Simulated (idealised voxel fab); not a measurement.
Process module, titled voxel gate over fins
It is cross-section cut that appears here, measuring 170 nm in width, its square cells being 5 nm in size.
A cross-section is a grid of square cells, given in bands from the top down. A band is one or more rows of cells.
Look at the band entry: it leads with the top's height and the bottom's height in nm. Then it lists the materials left to right, with a width in nm for each. The word "everywhere" on a single material says that material fills the band edge to edge. The word "blank" is empty space.
Ref level 0: as-received wafer is one material below here. Bottom band extends down with no lower bound ("0 -> down").
You'd read "30..40" like this: the band's top row of cells is as wide as the first number, its bottom row is as wide as the second, and going down, every row changes width by the same amount as the row before did.
Reading "stayed the same" for a step: not a cell of the cross-section changed in it.
Reported under the label "Sealed-off cavities" are the empty spaces having no open way to the top and comprising 8 cells or more; the notation for each is width x height at distance, in which the distance is measured from the left edge and all three values are in nm.
Past the settings on a step's line: simulator remark, on that step.
The setting "overlay nm" may be written on the line of a step. When the step uses a mask, the value reports how far to the right of the planned place the mask lay, and a negative value reports that it lay to the left.
Everything after this point is organized in pairs: a cross-section before one process step, a cross-section after it that shows only as deep as the lowest changed band, and, under the pair, the intervening step with its settings. Because different runs of this module on the same starting wafer can supply different pairs, a pair continues from the pair above it only if its entry headed "Before processing" says so.

-- Before processing
> 25 -> 10: W everywhere
> 10 -> 5: 20 of W; 35 of TiN; 10 of W; 35 of TiN; 10 of W; 35 of TiN; 25 of W
> 5 -> 0: 20 of W; 5 of TiN; 25 of HfO2; 5 of TiN; 10 of W; 5 of TiN; 25 of HfO2; 5 of TiN; 10 of W; 5 of TiN; 25 of HfO2; 5 of TiN; 25 of W
> 0 -> -5: 25 of TiN; 5 of HfO2; 15 of Si; 5 of HfO2; 20 of TiN; 5 of HfO2; 15 of Si; 5 of HfO2; 20 of TiN; 5 of HfO2; 15 of Si; 5 of HfO2; 30 of TiN
> -5 -> -10: 30 of HfO2; 15 of Si; 30 of HfO2; 15 of Si; 30 of HfO2; 15 of Si; 35 of HfO2
> -10 -> -45: 30 of SiO2; 15 of Si; 30 of SiO2; 15 of Si; 30 of SiO2; 15 of Si; 35 of SiO2
> -45 -> down: Si everywhere
> Sealed-off cavities: none

-- Post-Step Cross-Section
> 20 -> 10: W everywhere
> For the remainder of the cross-section, below 10, there is no change.
> Sealed-off cavities: none
What is the step between the two cross-sections above? CMP,height nm 20

Before processing: as in the pair right above, post-step view.

-- Post-Step Cross-Section
> 30 -> 20: SiCN everywhere
> For the remainder of the cross-section, below 20, there is no change.
> Sealed-off cavities: none
What is the step between the two cross-sections above? CONFORMAL_DEP,material SiCN,thk nm 10

-- Before processing
> 20 -> 5: aC everywhere
> 5 -> 0: SiN everywhere
> 0 -> down: Si everywhere
> Sealed-off cavities: none

-- Post-Step Cross-Section
> 55 -> 20: 25 of blank; 15 of resist; 30 of blank; 15 of resist; 30 of blank; 15 of resist; 40 of blank
> For the remainder of the cross-section, below 20, there is no change.
> Sealed-off cavities: none
What is the step between the two cross-sections above? PATTERN,tone cover,mask id FINS,material resist,width nm 15,pitch nm 45,thk nm 35,overlay nm -5

Before processing: as in the pair right above, post-step view.

-- Post-Step Cross-Section
> 40 -> 20: 25 of blank; 15 of resist; 30 of blank; 15 of resist; 30 of blank; 15 of resist; 40 of blank
> 20 -> 5: 25 of blank; 15 of aC; 30 of blank; 15 of aC; 30 of blank; 15 of aC; 40 of blank
> For the remainder of the cross-section, below 5, there is no change.
> Sealed-off cavities: none
What is the step between the two cross-sections above? DIRECTIONAL_ETCH,etch materials aC,depth nm 15

Before processing: as in the pair right above, post-step view.

-- Post-Step Cross-Section
> 20 -> 5: 25 of blank; 15 of aC; 30 of blank; 15 of aC; 30 of blank; 15 of aC; 40 of blank
> For the remainder of the cross-section, below 5, there is no change.
> Sealed-off cavities: none
What is the step between the two cross-sections above? STRIP,etch materials resist

Before processing: as in the pair right above, post-step view.

-- Post-Step Cross-Section
> 20 -> 5: 25 of blank; 15 of aC; 30 of blank; 15 of aC; 30 of blank; 15 of aC; 40 of blank
> 5 -> 0: 25 of blank; 15 of SiN; 30 of blank; 15 of SiN; 30 of blank; 15 of SiN; 40 of blank
> For the remainder of the cross-section, below 0, there is no change.
> Sealed-off cavities: none
What is the step between the two cross-sections above? DIRECTIONAL_ETCH,etch materials SiN,depth nm 5

Before processing: as in the pair right above, post-step view.

-- Post-Step Cross-Section
> 20 -> 5: 25 of blank; 15 of aC; 30 of blank; 15 of aC; 30 of blank; 15 of aC; 40 of blank
> 5 -> 0: 25 of blank; 15 of SiN; 30 of blank; 15 of SiN; 30 of blank; 15 of SiN; 40 of blank
> 0 -> -40: 25 of blank; 15 of Si; 30 of blank; 15 of Si; 30 of blank; 15 of Si; 40 of blank
> For the remainder of the cross-section, below -40, there is no change.
> Sealed-off cavities: none
What is the step between the two cross-sections above? DIRECTIONAL_ETCH,etch materials Si,depth nm 40

Before processing: as in the pair right above, post-step view.

-- Post-Step Cross-Section
> 5 -> 0: 25 of blank; 15 of SiN; 30 of blank; 15 of SiN; 30 of blank; 15 of SiN; 40 of blank
> For the remainder of the cross-section, below 0, there is no change.
> Sealed-off cavities: none
What is the step between the two cross-sections above? STRIP,etch materials aC

Before processing: as in the pair right above, post-step view.

-- Post-Step Cross-Section
> 5 -> 0: 25 of blank; 15 of SiN; 30 of blank; 15 of SiN; 30 of blank; 15 of SiN; 40 of blank
> 0 -> -40: 25 of blank; 5 of SiO2; 5 of Si; 5 of SiO2; 30 of blank; 5 of SiO2; 5 of Si; 5 of SiO2; 30 of blank; 5 of SiO2; 5 of Si; 5 of SiO2; 40 of blank
> -40 -> -45: 30 of SiO2; 5 of Si; 40 of SiO2; 5 of Si; 40 of SiO2; 5 of Si; 45 of SiO2
> For the remainder of the cross-section, below -45, there is no change.
> Sealed-off cavities: none
What is the step between the two cross-sections above? OXIDIZE,depth nm 5

Before processing: as in the pair right above, post-step view.

-- Post-Step Cross-Section
> 10 -> 5: SiO2 everywhere
> 5 -> 0: 25 of SiO2; 15 of SiN; 30 of SiO2; 15 of SiN; 30 of SiO2; 15 of SiN; 40 of SiO2
> 0 -> -45: 30 of SiO2; 5 of Si; 40 of SiO2; 5 of Si; 40 of SiO2; 5 of Si; 45 of SiO2
> For the remainder of the cross-section, below -45, there is no change.
> Sealed-off cavities: none
What is the step between the two cross-sections above? FILL_DEP,material SiO2,thk nm 5

Before processing: as in the pair right above, post-step view.

-- Post-Step Cross-Section
> 5 -> 0: 25 of SiO2; 15 of SiN; 30 of SiO2; 15 of SiN; 30 of SiO2; 15 of SiN; 40 of SiO2
> For the remainder of the cross-section, below 0, there is no change.
> Sealed-off cavities: none
What is the step between the two cross-sections above? CMP,height nm 5

Before processing: as in the pair right above, post-step view.

-- Post-Step Cross-Section
> 5 -> 0: 25 of blank; 15 of SiN; 30 of blank; 15 of SiN; 30 of blank; 15 of SiN; 40 of blank
> 0 -> -10: 30 of blank; 5 of Si; 40 of blank; 5 of Si; 40 of blank; 5 of Si; 45 of blank
> For the remainder of the cross-section, below -10, there is no change.
> Sealed-off cavities: none
What is the step between the two cross-sections above? SELECTIVE_ETCH,etch materials SiO2,depth nm 15

Before processing: as in the pair right above, post-step view.

-- Post-Step Cross-Section
> 0 -> -10: 30 of blank; 5 of Si; 40 of blank; 5 of Si; 40 of blank; 5 of Si; 45 of blank
> For the remainder of the cross-section, below -10, there is no change.
> Sealed-off cavities: none
What is the step between the two cross-sections above? STRIP,etch materials SiN

Before processing: as in the pair right above, post-step view.

-- Post-Step Cross-Section
> 5 -> 0: 25 of blank; 15 of HfO2; 30 of blank; 15 of HfO2; 30 of blank; 15 of HfO2; 40 of blank
> 0 -> -5: 25 of blank; 5 of HfO2; 5 of Si; 5 of HfO2; 30 of blank; 5 of HfO2; 5 of Si; 5 of HfO2; 30 of blank; 5 of HfO2; 5 of Si; 5 of HfO2; 40 of blank
> -5 -> -10: 30 of HfO2; 5 of Si; 40 of HfO2; 5 of Si; 40 of HfO2; 5 of Si; 45 of HfO2
> For the remainder of the cross-section, below -10, there is no change.
> Sealed-off cavities: none
What is the step between the two cross-sections above? CONFORMAL_DEP,material HfO2,thk nm 5

Before processing: as in the pair right above, post-step view.

-- Post-Step Cross-Section
> 10 -> 5: 20 of blank; 25 of TiN; 20 of blank; 25 of TiN; 20 of blank; 25 of TiN; 35 of blank
> 5 -> 0: 20 of blank; 5 of TiN; 15 of HfO2; 5 of TiN; 20 of blank; 5 of TiN; 15 of HfO2; 5 of TiN; 20 of blank; 5 of TiN; 15 of HfO2; 5 of TiN; 35 of blank
> 0 -> -5: 25 of TiN; 5 of HfO2; 5 of Si; 5 of HfO2; 30 of TiN; 5 of HfO2; 5 of Si; 5 of HfO2; 30 of TiN; 5 of HfO2; 5 of Si; 5 of HfO2; 40 of TiN
> For the remainder of the cross-section, below -5, there is no change.
> Sealed-off cavities: none
What is the step between the two cross-sections above? CONFORMAL_DEP,material TiN,thk nm 5

Before processing: as in the pair right above, post-step view.

-- Post-Step Cross-Section
> 25 -> 10: W everywhere
> 10 -> 5: 20 of W; 25 of TiN; 20 of W; 25 of TiN; 20 of W; 25 of TiN; 35 of W
> 5 -> 0: 20 of W; 5 of TiN; 15 of HfO2; 5 of TiN; 20 of W; 5 of TiN; 15 of HfO2; 5 of TiN; 20 of W; 5 of TiN; 15 of HfO2; 5 of TiN; 35 of W
> For the remainder of the cross-section, below 0, there is no change.
> Sealed-off cavities: none
What is the step between the two cross-sections above? FILL_DEP,material W,thk nm 15

Before processing: as in the pair right above, post-step view.

-- Post-Step Cross-Section
> 20 -> 10: W everywhere
> For the remainder of the cross-section, below 10, there is no change.
> Sealed-off cavities: none
What is the step between the two cross-sections above? CMP,height nm 20

Before processing: as in the pair right above, post-step view.

-- Post-Step Cross-Section
> 30 -> 20: SiCN everywhere
> For the remainder of the cross-section, below 20, there is no change.
> Sealed-off cavities: none
What is the step between the two cross-sections above? CONFORMAL_DEP,material SiCN,thk nm 10

-- Before processing
> 5 -> 0: 30 of blank; 15 of SiN; 30 of blank; 15 of SiN; 30 of blank; 15 of SiN; 35 of blank
> 0 -> -40: 30 of blank; 5 of SiO2; 5 of Si; 5 of SiO2; 30 of blank; 5 of SiO2; 5 of Si; 5 of SiO2; 30 of blank; 5 of SiO2; 5 of Si; 5 of SiO2; 35 of blank
> -40 -> -45: 35 of SiO2; 5 of Si; 40 of SiO2; 5 of Si; 40 of SiO2; 5 of Si; 40 of SiO2
> -45 -> down: Si everywhere
> Sealed-off cavities: none

-- Post-Step Cross-Section
> 10 -> 0: SiN everywhere
> 0 -> -40: 30 of SiN; 5 of SiO2; 5 of Si; 5 of SiO2; 30 of SiN; 5 of SiO2; 5 of Si; 5 of SiO2; 30 of SiN; 5 of SiO2; 5 of Si; 5 of SiO2; 35 of SiN
> For the remainder of the cross-section, below -40, there is no change.
> Sealed-off cavities: none
What is the step between the two cross-sections above? FILL_DEP,material SiN,thk nm 5

Before processing: as in the pair right above, post-step view.

-- Post-Step Cross-Section
> 5 -> 0: SiN everywhere
> For the remainder of the cross-section, below 0, there is no change.
> Sealed-off cavities: none
What is the step between the two cross-sections above? CMP,height nm 5

Before processing: as in the pair right above, post-step view.

-- Post-Step Cross-Section
> 0 -> -40: 30 of blank; 5 of SiO2; 5 of Si; 5 of SiO2; 30 of blank; 5 of SiO2; 5 of Si; 5 of SiO2; 30 of blank; 5 of SiO2; 5 of Si; 5 of SiO2; 35 of blank
> For the remainder of the cross-section, below -40, there is no change.
> Sealed-off cavities: none
What is the step between the two cross-sections above? STRIP,etch materials SiN

Before processing: as in the pair right above, post-step view.

-- Post-Step Cross-Section
> 5 -> 0: 25 of blank; 25 of HfO2; 20 of blank; 25 of HfO2; 20 of blank; 25 of HfO2; 30 of blank
> 0 -> -35: 25 of blank; 5 of HfO2; 5 of SiO2; 5 of Si; 5 of SiO2; 5 of HfO2; 20 of blank; 5 of HfO2; 5 of SiO2; 5 of Si; 5 of SiO2; 5 of HfO2; 20 of blank; 5 of HfO2; 5 of SiO2; 5 of Si; 5 of SiO2; 5 of HfO2; 30 of blank
> -35 -> -40: 30 of HfO2; 5 of SiO2; 5 of Si; 5 of SiO2; 30 of HfO2; 5 of SiO2; 5 of Si; 5 of SiO2; 30 of HfO2; 5 of SiO2; 5 of Si; 5 of SiO2; 35 of HfO2
> For the remainder of the cross-section, below -40, there is no change.
> Sealed-off cavities: none
What is the step between the two cross-sections above? CONFORMAL_DEP,material HfO2,thk nm 5

Before processing: as in the pair right above, post-step view.

-- Post-Step Cross-Section
> 10 -> 5: 20 of blank; 35 of TiN; 10 of blank; 35 of TiN; 10 of blank; 35 of TiN; 25 of blank
> 5 -> 0: 20 of blank; 5 of TiN; 25 of HfO2; 5 of TiN; 10 of blank; 5 of TiN; 25 of HfO2; 5 of TiN; 10 of blank; 5 of TiN; 25 of HfO2; 5 of TiN; 25 of blank
> 0 -> -30: 20 of blank; 5 of TiN; 5 of HfO2; 5 of SiO2; 5 of Si; 5 of SiO2; 5 of HfO2; 5 of TiN; 10 of blank; 5 of TiN; 5 of HfO2; 5 of SiO2; 5 of Si; 5 of SiO2; 5 of HfO2; 5 of TiN; 10 of blank; 5 of TiN; 5 of HfO2; 5 of SiO2; 5 of Si; 5 of SiO2; 5 of HfO2; 5 of TiN; 25 of blank
> -30 -> -35: 25 of TiN; 5 of HfO2; 5 of SiO2; 5 of Si; 5 of SiO2; 5 of HfO2; 20 of TiN; 5 of HfO2; 5 of SiO2; 5 of Si; 5 of SiO2; 5 of HfO2; 20 of TiN; 5 of HfO2; 5 of SiO2; 5 of Si; 5 of SiO2; 5 of HfO2; 30 of TiN
> For the remainder of the cross-section, below -35, there is no change.
> Sealed-off cavities: none
What is the step between the two cross-sections above? CONFORMAL_DEP,material TiN,thk nm 5

Before processing: as in the pair right above, post-step view.

-- Post-Step Cross-Section
> 25 -> 10: W everywhere
> 10 -> 5: 20 of W; 35 of TiN; 10 of W; 35 of TiN; 10 of W; 35 of TiN; 25 of W
> 5 -> 0: 20 of W; 5 of TiN; 25 of HfO2; 5 of TiN; 10 of W; 5 of TiN; 25 of HfO2; 5 of TiN; 10 of W; 5 of TiN; 25 of HfO2; 5 of TiN; 25 of W
> 0 -> -30: 20 of W; 5 of TiN; 5 of HfO2; 5 of SiO2; 5 of Si; 5 of SiO2; 5 of HfO2; 5 of TiN; 10 of W; 5 of TiN; 5 of HfO2; 5 of SiO2; 5 of Si; 5 of SiO2; 5 of HfO2; 5 of TiN; 10 of W; 5 of TiN; 5 of HfO2; 5 of SiO2; 5 of Si; 5 of SiO2; 5 of HfO2; 5 of TiN; 25 of W
> For the remainder of the cross-section, below -30, there is no change.
> Sealed-off cavities: none
What is the step between the two cross-sections above? FILL_DEP,material W,thk nm 15

Before processing: as in the pair right above, post-step view.

-- Post-Step Cross-Section
> 20 -> 10: W everywhere
> For the remainder of the cross-section, below 10, there is no change.
> Sealed-off cavities: none
What is the step between the two cross-sections above? CMP,height nm 20

Before processing: as in the pair right above, post-step view.

-- Post-Step Cross-Section
> 30 -> 20: SiCN everywhere
> For the remainder of the cross-section, below 20, there is no change.
> Sealed-off cavities: none
What is the step between the two cross-sections above? CONFORMAL_DEP,material SiCN,thk nm 10

-- Before processing
> 20 -> 5: aC everywhere
> 5 -> 0: SiN everywhere
> 0 -> down: Si everywhere
> Sealed-off cavities: none

-- Post-Step Cross-Section
> 55 -> 20: 30 of resist; 15 of blank; 30 of resist; 15 of blank; 30 of resist; 15 of blank; 35 of resist
> For the remainder of the cross-section, below 20, there is no change.
> Sealed-off cavities: none
What is the step between the two cross-sections above? PATTERN,tone open,mask id FINS,material resist,width nm 15,pitch nm 45,thk nm 35,overlay nm 0

Before processing: as in the pair right above, post-step view.

-- Post-Step Cross-Section
> 40 -> 20: 30 of resist; 15 of blank; 30 of resist; 15 of blank; 30 of resist; 15 of blank; 35 of resist
> 20 -> 5: 30 of aC; 15 of blank; 30 of aC; 15 of blank; 30 of aC; 15 of blank; 35 of aC
> For the remainder of the cross-section, below 5, there is no change.
> Sealed-off cavities: none
What is the step between the two cross-sections above? DIRECTIONAL_ETCH,etch materials aC,depth nm 15

Before processing: as in the pair right above, post-step view.

-- Post-Step Cross-Section
> 20 -> 5: 30 of aC; 15 of blank; 30 of aC; 15 of blank; 30 of aC; 15 of blank; 35 of aC
> For the remainder of the cross-section, below 5, there is no change.
> Sealed-off cavities: none
What is the step between the two cross-sections above? STRIP,etch materials resist

Before processing: as in the pair right above, post-step view.

-- Post-Step Cross-Section
> 20 -> 5: 30 of aC; 15 of blank; 30 of aC; 15 of blank; 30 of aC; 15 of blank; 35 of aC
> 5 -> 0: 30 of SiN; 15 of blank; 30 of SiN; 15 of blank; 30 of SiN; 15 of blank; 35 of SiN
> For the remainder of the cross-section, below 0, there is no change.
> Sealed-off cavities: none
What is the step between the two cross-sections above? DIRECTIONAL_ETCH,etch materials SiN,depth nm 5

Before processing: as in the pair right above, post-step view.

-- Post-Step Cross-Section
> 20 -> 5: 30 of aC; 15 of blank; 30 of aC; 15 of blank; 30 of aC; 15 of blank; 35 of aC
> 5 -> 0: 30 of SiN; 15 of blank; 30 of SiN; 15 of blank; 30 of SiN; 15 of blank; 35 of SiN
> 0 -> -40: 30 of Si; 15 of blank; 30 of Si; 15 of blank; 30 of Si; 15 of blank; 35 of Si
> For the remainder of the cross-section, below -40, there is no change.
> Sealed-off cavities: none
What is the step between the two cross-sections above? DIRECTIONAL_ETCH,etch materials Si,depth nm 40

Before processing: as in the pair right above, post-step view.

-- Post-Step Cross-Section
> 5 -> 0: 30 of SiN; 15 of blank; 30 of SiN; 15 of blank; 30 of SiN; 15 of blank; 35 of SiN
> For the remainder of the cross-section, below 0, there is no change.
> Sealed-off cavities: none
What is the step between the two cross-sections above? STRIP,etch materials aC

Before processing: as in the pair right above, post-step view.

-- Post-Step Cross-Section
> 5 -> 0: 30 of SiN; 15 of blank; 30 of SiN; 15 of blank; 30 of SiN; 15 of blank; 35 of SiN
> 0 -> -40: 25 of Si; 5 of SiO2; 15 of blank; 5 of SiO2; 20 of Si; 5 of SiO2; 15 of blank; 5 of SiO2; 20 of Si; 5 of SiO2; 15 of blank; 5 of SiO2; 30 of Si
> -40 -> -45: 25 of Si; 25 of SiO2; 20 of Si; 25 of SiO2; 20 of Si; 25 of SiO2; 30 of Si
> For the remainder of the cross-section, below -45, there is no change.
> Sealed-off cavities: none
What is the step between the two cross-sections above? OXIDIZE,depth nm 5

Before processing: as in the pair right above, post-step view.

-- Post-Step Cross-Section
> 10 -> 5: SiO2 everywhere
> 5 -> 0: 30 of SiN; 15 of SiO2; 30 of SiN; 15 of SiO2; 30 of SiN; 15 of SiO2; 35 of SiN
> 0 -> -45: 25 of Si; 25 of SiO2; 20 of Si; 25 of SiO2; 20 of Si; 25 of SiO2; 30 of Si
> For the remainder of the cross-section, below -45, there is no change.
> Sealed-off cavities: none
What is the step between the two cross-sections above? FILL_DEP,material SiO2,thk nm 5

Before processing: as in the pair right above, post-step view.

-- Post-Step Cross-Section
> 5 -> 0: 30 of SiN; 15 of SiO2; 30 of SiN; 15 of SiO2; 30 of SiN; 15 of SiO2; 35 of SiN
> For the remainder of the cross-section, below 0, there is no change.
> Sealed-off cavities: none
What is the step between the two cross-sections above? CMP,height nm 5

Before processing: as in the pair right above, post-step view.

-- Post-Step Cross-Section
> 5 -> 0: 30 of SiN; 15 of blank; 30 of SiN; 15 of blank; 30 of SiN; 15 of blank; 35 of SiN
> 0 -> -10: 25 of Si; 25 of blank; 20 of Si; 25 of blank; 20 of Si; 25 of blank; 30 of Si
> For the remainder of the cross-section, below -10, there is no change.
> Sealed-off cavities: none
What is the step between the two cross-sections above? SELECTIVE_ETCH,etch materials SiO2,depth nm 15

Before processing: as in the pair right above, post-step view.

-- Post-Step Cross-Section
> 0 -> -10: 25 of Si; 25 of blank; 20 of Si; 25 of blank; 20 of Si; 25 of blank; 30 of Si
> For the remainder of the cross-section, below -10, there is no change.
> Sealed-off cavities: none
What is the step between the two cross-sections above? STRIP,etch materials SiN

Before processing: as in the pair right above, post-step view.

-- Post-Step Cross-Section
> 5 -> 0: 30 of HfO2; 15 of blank; 30 of HfO2; 15 of blank; 30 of HfO2; 15 of blank; 35 of HfO2
> 0 -> -5: 25 of Si; 5 of HfO2; 15 of blank; 5 of HfO2; 20 of Si; 5 of HfO2; 15 of blank; 5 of HfO2; 20 of Si; 5 of HfO2; 15 of blank; 5 of HfO2; 30 of Si
> -5 -> -10: 25 of Si; 25 of HfO2; 20 of Si; 25 of HfO2; 20 of Si; 25 of HfO2; 30 of Si
> For the remainder of the cross-section, below -10, there is no change.
> Sealed-off cavities: none
What is the step between the two cross-sections above? CONFORMAL_DEP,material HfO2,thk nm 5

Before processing: as in the pair right above, post-step view.

-- Post-Step Cross-Section
> 10 -> 5: 35 of TiN; 5 of blank; 40 of TiN; 5 of blank; 40 of TiN; 5 of blank; 40 of TiN
> 5 -> 0: 30 of HfO2; 5 of TiN; 5 of blank; 5 of TiN; 30 of HfO2; 5 of TiN; 5 of blank; 5 of TiN; 30 of HfO2; 5 of TiN; 5 of blank; 5 of TiN; 35 of HfO2
> 0 -> -5: 25 of Si; 5 of HfO2; 15 of TiN; 5 of HfO2; 20 of Si; 5 of HfO2; 15 of TiN; 5 of HfO2; 20 of Si; 5 of HfO2; 15 of TiN; 5 of HfO2; 30 of Si
> For the remainder of the cross-section, below -5, there is no change.
> Sealed-off cavities: none
What is the step between the two cross-sections above? CONFORMAL_DEP,material TiN,thk nm 5

Before processing: as in the pair right above, post-step view.

-- Post-Step Cross-Section
> 25 -> 10: W everywhere
> 10 -> 5: 35 of TiN; 5 of W; 40 of TiN; 5 of W; 40 of TiN; 5 of W; 40 of TiN
> 5 -> 0: 30 of HfO2; 5 of TiN; 5 of W; 5 of TiN; 30 of HfO2; 5 of TiN; 5 of W; 5 of TiN; 30 of HfO2; 5 of TiN; 5 of W; 5 of TiN; 35 of HfO2
> For the remainder of the cross-section, below 0, there is no change.
> Sealed-off cavities: none
What is the step between the two cross-sections above? FILL_DEP,material W,thk nm 15

Before processing: as in the pair right above, post-step view.

-- Post-Step Cross-Section
> 20 -> 10: W everywhere
> For the remainder of the cross-section, below 10, there is no change.
> Sealed-off cavities: none
What is the step between the two cross-sections above? CMP,height nm 20

Before processing: as in the pair right above, post-step view.

-- Post-Step Cross-Section
> 30 -> 20: SiCN everywhere
> For the remainder of the cross-section, below 20, there is no change.
> Sealed-off cavities: none
What is the step between the two cross-sections above? CONFORMAL_DEP,material SiCN,thk nm 10
